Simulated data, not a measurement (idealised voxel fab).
Documented hereafter: the process module known as voxel tone inversion.
The cross-section on display is named cut; it measures 140 nm wide, and its cells are 5 nm squares.
A cross-section is a grid of square cells, given in bands from the top down. A band is one or more rows of cells.
Each band's line starts with the height of the band's top and of its bottom, in nm. Then come its materials from left to right, each with its width in nm. One material with "everywhere" fills the band from edge to edge. "air" is empty space.
All heights in this document are referenced to 0, defined as the level beneath which the wafer, as received, consists entirely of one material. The lowest band is not bounded below; it extends indefinitely downward and is written in the form "from 0 down".
Per-row width for "30..40": begins at first number (top row of band), ends at second number (bottom row), increment between rows held constant.
Take "no modifications" at face value: in the step it is given for, the cross-section changed in none of its cells.
You'll see "Sealed void listing" listing empty spaces that have no way open to the top, as long as they're 8 cells or more; the notation is width x height at distance, where the distance is from the left edge, and all of it is in nm.
On each step's line, the part that comes after the settings is the simulator's own comment on the step.
overlay nm: where the mask lay relative to plan, measured to the right, on steps with a mask; negatives go left.

### Steps in the process plan
- 1: RECEIVE with material Si
- 2: CONFORMAL_DEP with material SiCN, thk nm 10
- 3: DIRECTIONAL_DEP with material aC, thk nm 15
- 4: PATTERN with tone cover, mask id POSTS, material resist, width nm 15, pitch nm 30, thk nm 25, overlay nm 0
- 5: DIRECTIONAL_ETCH with etch materials aC, depth nm 15
- 6: STRIP with etch materials resist
- 7: FILL_DEP with material lowk, thk nm 10
- 8: CMP with height nm 25
- 9: STRIP with etch materials aC

### As-received wafer cross-section (after step 1)
from 0 down | Si everywhere
Sealed void listing: none

### Module complete, cross-section. Starting point and plan per above. One mistake made in running the module
from 25 to 15 | SiCN everywhere
from 15 to 0 | aC everywhere
from 0 down | Si everywhere
Sealed void listing: none
In executing the process, a mistake was made relative to the plan: steps 2 and 3 got flipped, so each one ran where the other should have
